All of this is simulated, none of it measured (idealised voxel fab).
This is a process module. Its name is voxel self aligned vias.
We display cut, a cross-section 260 nm in width whose square cells are each 5 nm.
Cross-section, as written here: a square-cell grid given band by band from the top down, where a band holds one or more rows of cells. Band: top height; bottom height; in nm. Then, left to right: material with width in nm, for each material. "edge to edge": a single material spanning edge to edge. "blank": empty space. Heights are reckoned from 0. Under this level, the received wafer is all of one material. The bottommost band is open-ended downward, for example "0 down". The width entry "30 to 40" should be interpreted row by row: the top row of cells in the band takes the first number, the bottom row takes the second number, and the change between adjacent rows is uniform throughout. Key: "remained the same" - step with no changed cell in the cross-section. For the entry "Sealed internal cavities", the listed items are empty spaces with no open way to the top whose size is 8 cells or more; each item follows the pattern width x height at distance, where distance is from the left edge and all three are in nm. after a step's settings: what the simulator itself notes on the step. What "overlay nm" on a step's line means: if the step has a mask, that mask lay this far to the right of its planned place, or, when the value is negative, to the left. What follows is a series of pairs. Each pair shows a cross-section before one process step and the cross-section after it, and the after view is drawn only down to the lowest band that changed. Beneath each pair is the step that lies between the two, with its settings. Pairs may come from different runs of this module on the same starting wafer, so a pair continues from the one above it only where its entry headed "Preceding state" says so.
Preceding state
* 60 to 50: Ru edge to edge
* 50 to 45: TiN=65 | Ru=5 | TiN=55 | Ru=5 | TiN=55 | Ru=5 | TiN=70
* 45 to 20: lowk=60 | TiN=5 | Ru=5 | TiN=5 | lowk=45 | TiN=5 | Ru=5 | TiN=5 | lowk=45 | TiN=5 | Ru=5 | TiN=5 | lowk=65
* 20 to 15: lowk=60 | TiN=15 | lowk=45 | TiN=15 | lowk=45 | TiN=15 | lowk=65
* 15 to 10: SiCN edge to edge
* 10 to 0: SiO2 edge to edge
* 0 down: Si edge to edge
* Sealed internal cavities: none
Step Outcome
* 45 to 20: lowk=60 | TiN=5 | Ru=5 | TiN=5 | lowk=45 | TiN=5 | Ru=5 | TiN=5 | lowk=45 | TiN=5 | Ru=5 | TiN=5 | lowk=65
* Rest of section, below 20: as before.
* Sealed internal cavities: none
Process step (between the before and after cross-sections above): CMP [height nm 45]
Preceding state: carried over from the after image of the pair right above.
Step Outcome
* 45 to 40: lowk=60 | blank=15 | lowk=45 | blank=15 | lowk=45 | blank=15 | lowk=65
* Rest of section, below 40: as before.
* Sealed internal cavities: none
Process step (between the before and after cross-sections above): SELECTIVE_ETCH [etch materials W Ru TiN] [depth nm 5]
Preceding state: carried over from the after image of the pair right above.
Step Outcome
* 50 to 45: SiN edge to edge
* 45 to 40: lowk=60 | SiN=15 | lowk=45 | SiN=15 | lowk=45 | SiN=15 | lowk=65
* Rest of section, below 40: as before.
* Sealed internal cavities: none
Process step (between the before and after cross-sections above): FILL_DEP [material SiN] [thk nm 5]
Preceding state: carried over from the after image of the pair right above.
Step Outcome
* 45 to 40: lowk=60 | SiN=15 | lowk=45 | SiN=15 | lowk=45 | SiN=15 | lowk=65
* Rest of section, below 40: as before.
* Sealed internal cavities: none
Process step (between the before and after cross-sections above): CMP [height nm 45]
Preceding state: carried over from the after image of the pair right above.
Step Outcome
* 60 to 45: lowk edge to edge
* Rest of section, below 45: as before.
* Sealed internal cavities: none
Process step (between the before and after cross-sections above): DIRECTIONAL_DEP [material lowk] [thk nm 15]
Preceding state: carried over from the after image of the pair right above.
Step Outcome
* 75 to 60: resist=50 | blank=35 | resist=25 | blank=35 | resist=25 | blank=35 | resist=55
* Rest of section, below 60: as before.
* Sealed internal cavities: none
Process step (between the before and after cross-sections above): PATTERN [tone open] [mask id VIAS] [material resist] [width nm 35] [pitch nm 60] [thk nm 15] [overlay nm 0]
Preceding state: carried over from the after image of the pair right above.
Step Outcome
* 75 to 60: resist=50 | blank=35 | resist=25 | blank=35 | resist=25 | blank=35 | resist=55
* 60 to 45: lowk=50 | blank=35 | lowk=25 | blank=35 | lowk=25 | blank=35 | lowk=55
* Rest of section, below 45: as before.
* Sealed internal cavities: none
Process step (between the before and after cross-sections above): DIRECTIONAL_ETCH [etch materials lowk] [depth nm 15]
Preceding state: carried over from the after image of the pair right above.
Step Outcome
* 75 to 60: resist=50 | blank=35 | resist=25 | blank=35 | resist=25 | blank=35 | resist=55
* 60 to 45: lowk=50 | blank=35 | lowk=25 | blank=35 | lowk=25 | blank=35 | lowk=55
* 45 to 40: lowk=60 | blank=15 | lowk=45 | blank=15 | lowk=45 | blank=15 | lowk=65
* Rest of section, below 40: as before.
* Sealed internal cavities: none
Process step (between the before and after cross-sections above): DIRECTIONAL_ETCH [etch materials SiN] [depth nm 5]
Preceding state: carried over from the after image of the pair right above.
Step Outcome
* 60 to 45: lowk=50 | blank=35 | lowk=25 | blank=35 | lowk=25 | blank=35 | lowk=55
* Rest of section, below 45: as before.
* Sealed internal cavities: none
Process step (between the before and after cross-sections above): STRIP [etch materials resist]
Preceding state: carried over from the after image of the pair right above.
Step Outcome
* 65 to 60: TiN=55 | blank=25 | TiN=35 | blank=25 | TiN=35 | blank=25 | TiN=60
* 60 to 50: lowk=50 | TiN=5 | blank=25 | TiN=5 | lowk=25 | TiN=5 | blank=25 | TiN=5 | lowk=25 | TiN=5 | blank=25 | TiN=5 | lowk=55
* 50 to 45: lowk=50 | TiN=15 | blank=5 | TiN=15 | lowk=25 | TiN=15 | blank=5 | TiN=15 | lowk=25 | TiN=15 | blank=5 | TiN=15 | lowk=55
* 45 to 40: lowk=60 | TiN=15 | lowk=45 | TiN=15 | lowk=45 | TiN=15 | lowk=65
* Rest of section, below 40: as before.
* Sealed internal cavities: none
Process step (between the before and after cross-sections above): CONFORMAL_DEP [material TiN] [thk nm 5]
Preceding state: carried over from the after image of the pair right above.
Step Outcome
* 75 to 65: Cu edge to edge
* 65 to 60: TiN=55 | Cu=25 | TiN=35 | Cu=25 | TiN=35 | Cu=25 | TiN=60
* 60 to 50: lowk=50 | TiN=5 | Cu=25 | TiN=5 | lowk=25 | TiN=5 | Cu=25 | TiN=5 | lowk=25 | TiN=5 | Cu=25 | TiN=5 | lowk=55
* 50 to 45: lowk=50 | TiN=15 | Cu=5 | TiN=15 | lowk=25 | TiN=15 | Cu=5 | TiN=15 | lowk=25 | TiN=15 | Cu=5 | TiN=15 | lowk=55
* Rest of section, below 45: as before.
* Sealed internal cavities: none
Process step (between the before and after cross-sections above): FILL_DEP [material Cu] [thk nm 10]
Preceding state: carried over from the after image of the pair right above.
Step Outcome
* 60 to 50: lowk=50 | TiN=5 | Cu=25 | TiN=5 | lowk=25 | TiN=5 | Cu=25 | TiN=5 | lowk=25 | TiN=5 | Cu=25 | TiN=5 | lowk=55
* Rest of section, below 50: as before.
* Sealed internal cavities: none
Process step (between the before and after cross-sections above): CMP [height nm 60]
Preceding state: carried over from the after image of the pair right above.
Step Outcome
* 65 to 60: SiCN edge to edge
* Rest of section, below 60: as before.
* Sealed internal cavities: none
Process step (between the before and after cross-sections above): CONFORMAL_DEP [material SiCN] [thk nm 5]
Preceding state
* 60 to 45: lowk edge to edge
* 45 to 40: lowk=55 | SiN=25 | lowk=35 | SiN=25 | lowk=35 | SiN=25 | lowk=60
* 40 to 20: lowk=55 | TiN=5 | Ru=15 | TiN=5 | lowk=35 | TiN=5 | Ru=15 | TiN=5 | lowk=35 | TiN=5 | Ru=15 | TiN=5 | lowk=60
* 20 to 15: lowk=55 | TiN=25 | lowk=35 | TiN=25 | lowk=35 | TiN=25 | lowk=60
* 15 to 10: SiCN edge to edge
* 10 to 0: SiO2 edge to edge
* 0 down: Si edge to edge
* Sealed internal cavities: none
Step Outcome
* 75 to 60: resist=60 | blank=35 | resist=25 | blank=35 | resist=25 | blank=35 | resist=45
* Rest of section, below 60: as before.
* Sealed internal cavities: none
Process step (between the before and after cross-sections above): PATTERN [tone open] [mask id VIAS] [material resist] [width nm 35] [pitch nm 60] [thk nm 15] [overlay nm 10]
Preceding state: carried over from the after image of the pair right above.
Step Outcome
* 75 to 60: resist=60 | blank=35 | resist=25 | blank=35 | resist=25 | blank=35 | resist=45
* 60 to 45: lowk=60 | blank=35 | lowk=25 | blank=35 | lowk=25 | blank=35 | lowk=45
* Rest of section, below 45: as before.
* Sealed internal cavities: none
Process step (between the before and after cross-sections above): DIRECTIONAL_ETCH [etch materials lowk] [depth nm 15]
Preceding state: carried over from the after image of the pair right above.
Step Outcome
* 75 to 60: resist=60 | blank=35 | resist=25 | blank=35 | resist=25 | blank=35 | resist=45
* 60 to 45: lowk=60 | blank=35 | lowk=25 | blank=35 | lowk=25 | blank=35 | lowk=45
* 45 to 40: lowk=55 | SiN=5 | blank=20 | lowk=35 | SiN=5 | blank=20 | lowk=35 | SiN=5 | blank=20 | lowk=60
* Rest of section, below 40: as before.
* Sealed internal cavities: none
Process step (between the before and after cross-sections above): DIRECTIONAL_ETCH [etch materials SiN] [depth nm 5]
Preceding state: carried over from the after image of the pair right above.
Step Outcome
* 60 to 45: lowk=60 | blank=35 | lowk=25 | blank=35 | lowk=25 | blank=35 | lowk=45
* Rest of section, below 45: as before.
* Sealed internal cavities: none
Process step (between the before and after cross-sections above): STRIP [etch materials resist]
Preceding state: carried over from the after image of the pair right above.
Step Outcome
* 65 to 60: TiN=65 | blank=25 | TiN=35 | blank=25 | TiN=35 | blank=25 | TiN=50
* 60 to 50: lowk=60 | TiN=5 | blank=25 | TiN=5 | lowk=25 | TiN=5 | blank=25 | TiN=5 | lowk=25 | TiN=5 | blank=25 | TiN=5 | lowk=45
* 50 to 45: lowk=60 | TiN=5 | blank=10 | TiN=20 | lowk=25 | TiN=5 | blank=10 | TiN=20 | lowk=25 | TiN=5 | blank=10 | TiN=20 | lowk=45
* 45 to 40: lowk=55 | SiN=5 | TiN=20 | lowk=35 | SiN=5 | TiN=20 | lowk=35 | SiN=5 | TiN=20 | lowk=60
* Rest of section, below 40: as before.
* Sealed internal cavities: none
Process step (between the before and after cross-sections above): CONFORMAL_DEP [material TiN] [thk nm 5]
Preceding state: carried over from the after image of the pair right above.
Step Outcome
* 75 to 65: Cu edge to edge
* 65 to 60: TiN=65 | Cu=25 | TiN=35 | Cu=25 | TiN=35 | Cu=25 | TiN=50
* 60 to 50: lowk=60 | TiN=5 | Cu=25 | TiN=5 | lowk=25 | TiN=5 | Cu=25 | TiN=5 | lowk=25 | TiN=5 | Cu=25 | TiN=5 | lowk=45
* 50 to 45: lowk=60 | TiN=5 | Cu=10 | TiN=20 | lowk=25 | TiN=5 | Cu=10 | TiN=20 | lowk=25 | TiN=5 | Cu=10 | TiN=20 | lowk=45
* Rest of section, below 45: as before.
* Sealed internal cavities: none
Process step (between the before and after cross-sections above): FILL_DEP [material Cu] [thk nm 10]
Preceding state: carried over from the after image of the pair right above.
Step Outcome
* 60 to 50: lowk=60 | TiN=5 | Cu=25 | TiN=5 | lowk=25 | TiN=5 | Cu=25 | TiN=5 | lowk=25 | TiN=5 | Cu=25 | TiN=5 | lowk=45
* Rest of section, below 50: as before.
* Sealed internal cavities: none
Process step (between the before and after cross-sections above): CMP [height nm 60]
Preceding state: carried over from the after image of the pair right above.
Step Outcome
* 65 to 60: SiCN edge to edge
* Rest of section, below 60: as before.
* Sealed internal cavities: none
Process step (between the before and after cross-sections above): CONFORMAL_DEP [material SiCN] [thk nm 5]
Preceding state
* 0 down: Si edge to edge
* Sealed internal cavities: none
Step Outcome
* 10 to 0: TiN edge to edge
* Rest of section, below 0: as before.
* Sealed internal cavities: none
Process step (between the before and after cross-sections above): CONFORMAL_DEP [material TiN] [thk nm 10]
Preceding state: carried over from the after image of the pair right above.
Step Outcome
* 15 to 10: SiCN edge to edge
* Rest of section, below 10: as before.
* Sealed internal cavities: none
Process step (between the before and after cross-sections above): CONFORMAL_DEP [material SiCN] [thk nm 5]
Preceding state: carried over from the after image of the pair right above.
Step Outcome
* 45 to 15: lowk edge to edge
* Rest of section, below 15: as before.
* Sealed internal cavities: none
Process step (between the before and after cross-sections above): DIRECTIONAL_DEP [material lowk] [thk nm 30]
Preceding state: carried over from the after image of the pair right above.
Step Outcome
* 45 to 15: lowk=55 | blank=25 | lowk=35 | blank=25 | lowk=35 | blank=25 | lowk=60
* Rest of section, below 15: as before.
* Sealed internal cavities: none
Process step (between the before and after cross-sections above): MASKED_ETCH [tone open] [mask id LINES] [width nm 25] [pitch nm 60] [etch materials lowk] [depth nm 30] [overlay nm 0]
Preceding state: carried over from the after image of the pair right above.
Step Outcome
* 50 to 45: TiN=60 | blank=15 | TiN=45 | blank=15 | TiN=45 | blank=15 | TiN=65
* 45 to 20: lowk=55 | TiN=5 | blank=15 | TiN=5 | lowk=35 | TiN=5 | blank=15 | TiN=5 | lowk=35 | TiN=5 | blank=15 | TiN=5 | lowk=60
* 20 to 15: lowk=55 | TiN=25 | lowk=35 | TiN=25 | lowk=35 | TiN=25 | lowk=60
* Rest of section, below 15: as before.
* Sealed internal cavities: none
Process step (between the before and after cross-sections above): CONFORMAL_DEP [material TiN] [thk nm 5]
Preceding state: carried over from the after image of the pair right above.
Step Outcome
* 60 to 50: Ru edge to edge
* 50 to 45: TiN=60 | Ru=15 | TiN=45 | Ru=15 | TiN=45 | Ru=15 | TiN=65
* 45 to 20: lowk=55 | TiN=5 | Ru=15 | TiN=5 | lowk=35 | TiN=5 | Ru=15 | TiN=5 | lowk=35 | TiN=5 | Ru=15 | TiN=5 | lowk=60
* Rest of section, below 20: as before.
* Sealed internal cavities: none
Process step (between the before and after cross-sections above): FILL_DEP [material Ru] [thk nm 10]
Preceding state: carried over from the after image of the pair right above.
Step Outcome
* 45 to 20: lowk=55 | TiN=5 | Ru=15 | TiN=5 | lowk=35 | TiN=5 | Ru=15 | TiN=5 | lowk=35 | TiN=5 | Ru=15 | TiN=5 | lowk=60
* Rest of section, below 20: as before.
* Sealed internal cavities: none
Process step (between the before and after cross-sections above): CMP [height nm 45]
Preceding state: carried over from the after image of the pair right above.
Step Outcome
* 45 to 40: lowk=55 | blank=25 | lowk=35 | blank=25 | lowk=35 | blank=25 | lowk=60
* Rest of section, below 40: as before.
* Sealed internal cavities: none
Process step (between the before and after cross-sections above): SELECTIVE_ETCH [etch materials W Ru TiN] [depth nm 5]
Preceding state: carried over from the after image of the pair right above.
Step Outcome
* 50 to 45: SiN edge to edge
* 45 to 40: lowk=55 | SiN=25 | lowk=35 | SiN=25 | lowk=35 | SiN=25 | lowk=60
* Rest of section, below 40: as before.
* Sealed internal cavities: none
Process step (between the before and after cross-sections above): FILL_DEP [material SiN] [thk nm 5]
Preceding state: carried over from the after image of the pair right above.
Step Outcome
* 45 to 40: lowk=55 | SiN=25 | lowk=35 | SiN=25 | lowk=35 | SiN=25 | lowk=60
* Rest of section, below 40: as before.
* Sealed internal cavities: none
Process step (between the before and after cross-sections above): CMP [height nm 45]
Preceding state: carried over from the after image of the pair right above.
Step Outcome
* 60 to 45: lowk edge to edge
* Rest of section, below 45: as before.
* Sealed internal cavities: none
Process step (between the before and after cross-sections above): DIRECTIONAL_DEP [material lowk] [thk nm 15]
Preceding state: carried over from the after image of the pair right above.
Step Outcome
* 75 to 60: resist=50 | blank=35 | resist=25 | blank=35 | resist=25 | blank=35 | resist=55
* Rest of section, below 60: as before.
* Sealed internal cavities: none
Process step (between the before and after cross-sections above): PATTERN [tone open] [mask id VIAS] [material resist] [width nm 35] [pitch nm 60] [thk nm 15] [overlay nm 0]
Preceding state: carried over from the after image of the pair right above.
Step Outcome
* 75 to 60: resist=50 | blank=35 | resist=25 | blank=35 | resist=25 | blank=35 | resist=55
* 60 to 45: lowk=50 | blank=35 | lowk=25 | blank=35 | lowk=25 | blank=35 | lowk=55
* Rest of section, below 45: as before.
* Sealed internal cavities: none
Process step (between the before and after cross-sections above): DIRECTIONAL_ETCH [etch materials lowk] [depth nm 15]
Preceding state: carried over from the after image of the pair right above.
Step Outcome
* 75 to 60: resist=50 | blank=35 | resist=25 | blank=35 | resist=25 | blank=35 | resist=55
* 60 to 45: lowk=50 | blank=35 | lowk=25 | blank=35 | lowk=25 | blank=35 | lowk=55
* 45 to 40: lowk=55 | blank=25 | lowk=35 | blank=25 | lowk=35 | blank=25 | lowk=60
* Rest of section, below 40: as before.
* Sealed internal cavities: none
Process step (between the before and after cross-sections above): DIRECTIONAL_ETCH [etch materials SiN] [depth nm 5]
Preceding state: carried over from the after image of the pair right above.
Step Outcome
* 60 to 45: lowk=50 | blank=35 | lowk=25 | blank=35 | lowk=25 | blank=35 | lowk=55
* Rest of section, below 45: as before.
* Sealed internal cavities: none
Process step (between the before and after cross-sections above): STRIP [etch materials resist]
Preceding state: carried over from the after image of the pair right above.
Step Outcome
* 65 to 60: TiN=55 | blank=25 | TiN=35 | blank=25 | TiN=35 | blank=25 | TiN=60
* 60 to 50: lowk=50 | TiN=5 | blank=25 | TiN=5 | lowk=25 | TiN=5 | blank=25 | TiN=5 | lowk=25 | TiN=5 | blank=25 | TiN=5 | lowk=55
* 50 to 45: lowk=50 | TiN=10 | blank=15 | TiN=10 | lowk=25 | TiN=10 | blank=15 | TiN=10 | lowk=25 | TiN=10 | blank=15 | TiN=10 | lowk=55
* 45 to 40: lowk=55 | TiN=25 | lowk=35 | TiN=25 | lowk=35 | TiN=25 | lowk=60
* Rest of section, below 40: as before.
* Sealed internal cavities: none
Process step (between the before and after cross-sections above): CONFORMAL_DEP [material TiN] [thk nm 5]
Preceding state: carried over from the after image of the pair right above.
Step Outcome
* 75 to 65: Cu edge to edge
* 65 to 60: TiN=55 | Cu=25 | TiN=35 | Cu=25 | TiN=35 | Cu=25 | TiN=60
* 60 to 50: lowk=50 | TiN=5 | Cu=25 | TiN=5 | lowk=25 | TiN=5 | Cu=25 | TiN=5 | lowk=25 | TiN=5 | Cu=25 | TiN=5 | lowk=55
* 50 to 45: lowk=50 | TiN=10 | Cu=15 | TiN=10 | lowk=25 | TiN=10 | Cu=15 | TiN=10 | lowk=25 | TiN=10 | Cu=15 | TiN=10 | lowk=55
* Rest of section, below 45: as before.
* Sealed internal cavities: none
Process step (between the before and after cross-sections above): FILL_DEP [material Cu] [thk nm 10]
Preceding state: carried over from the after image of the pair right above.
Step Outcome
* 60 to 50: lowk=50 | TiN=5 | Cu=25 | TiN=5 | lowk=25 | TiN=5 | Cu=25 | TiN=5 | lowk=25 | TiN=5 | Cu=25 | TiN=5 | lowk=55
* Rest of section, below 50: as before.
* Sealed internal cavities: none
Process step (between the before and after cross-sections above): CMP [height nm 60]
Preceding state: carried over from the after image of the pair right above.
Step Outcome
* 65 to 60: SiCN edge to edge
* Rest of section, below 60: as before.
* Sealed internal cavities: none
Process step (between the before and after cross-sections above): CONFORMAL_DEP [material SiCN] [thk nm 5]
Preceding state
* 60 to 45: lowk edge to edge
* 45 to 40: lowk=55 | SiN=25 | lowk=35 | SiN=25 | lowk=35 | SiN=25 | lowk=60
* 40 to 20: lowk=55 | TiN=5 | Ru=15 | TiN=5 | lowk=35 | TiN=5 | Ru=15 | TiN=5 | lowk=35 | TiN=5 | Ru=15 | TiN=5 | lowk=60
* 20 to 15: lowk=55 | TiN=25 | lowk=35 | TiN=25 | lowk=35 | TiN=25 | lowk=60
* 15 to 10: SiCN edge to edge
* 10 to 0: SiO2 edge to edge
* 0 down: Si edge to edge
* Sealed internal cavities: none
Step Outcome
* 75 to 60: blank=50 | resist=35 | blank=25 | resist=35 | blank=25 | resist=35 | blank=55
* Rest of section, below 60: as before.
* Sealed internal cavities: none
Process step (between the before and after cross-sections above): PATTERN [tone cover] [mask id VIAS] [material resist] [width nm 35] [pitch nm 60] [thk nm 15] [overlay nm 0]
Preceding state: carried over from the after image of the pair right above.
Step Outcome
* 75 to 60: blank=50 | resist=35 | blank=25 | resist=35 | blank=25 | resist=35 | blank=55
* 60 to 45: blank=50 | lowk=35 | blank=25 | lowk=35 | blank=25 | lowk=35 | blank=55
* Rest of section, below 45: as before.
* Sealed internal cavities: none
Process step (between the before and after cross-sections above): DIRECTIONAL_ETCH [etch materials lowk] [depth nm 15]
Preceding state: carried over from the after image of the pair right above.
Step Outcome
* 60 to 45: blank=50 | lowk=35 | blank=25 | lowk=35 | blank=25 | lowk=35 | blank=55
* Rest of section, below 45: as before.
* Sealed internal cavities: none
Process step (between the before and after cross-sections above): STRIP [etch materials resist]
Preceding state: carried over from the after image of the pair right above.
Step Outcome
* 65 to 60: blank=45 | TiN=45 | blank=15 | TiN=45 | blank=15 | TiN=45 | blank=50
* 60 to 50: blank=45 | TiN=5 | lowk=35 | TiN=5 | blank=15 | TiN=5 | lowk=35 | TiN=5 | blank=15 | TiN=5 | lowk=35 | TiN=5 | blank=50
* 50 to 45: TiN=50 | lowk=35 | TiN=25 | lowk=35 | TiN=25 | lowk=35 | TiN=55
* Rest of section, below 45: as before.
* Sealed internal cavities: none
Process step (between the before and after cross-sections above): CONFORMAL_DEP [material TiN] [thk nm 5]
Preceding state: carried over from the after image of the pair right above.
Step Outcome
* 75 to 65: Cu edge to edge
* 65 to 60: Cu=45 | TiN=45 | Cu=15 | TiN=45 | Cu=15 | TiN=45 | Cu=50
* 60 to 50: Cu=45 | TiN=5 | lowk=35 | TiN=5 | Cu=15 | TiN=5 | lowk=35 | TiN=5 | Cu=15 | TiN=5 | lowk=35 | TiN=5 | Cu=50
* Rest of section, below 50: as before.
* Sealed internal cavities: none
Process step (between the before and after cross-sections above): FILL_DEP [material Cu] [thk nm 10]
Preceding state: carried over from the after image of the pair right above.
Step Outcome
* 60 to 50: Cu=45 | TiN=5 | lowk=35 | TiN=5 | Cu=15 | TiN=5 | lowk=35 | TiN=5 | Cu=15 | TiN=5 | lowk=35 | TiN=5 | Cu=50
* Rest of section, below 50: as before.
* Sealed internal cavities: none
Process step (between the before and after cross-sections above): CMP [height nm 60]
Preceding state: carried over from the after image of the pair right above.
Step Outcome
* 65 to 60: SiCN edge to edge
* Rest of section, below 60: as before.
* Sealed internal cavities: none
Process step (between the before and after cross-sections above): CONFORMAL_DEP [material SiCN] [thk nm 5]
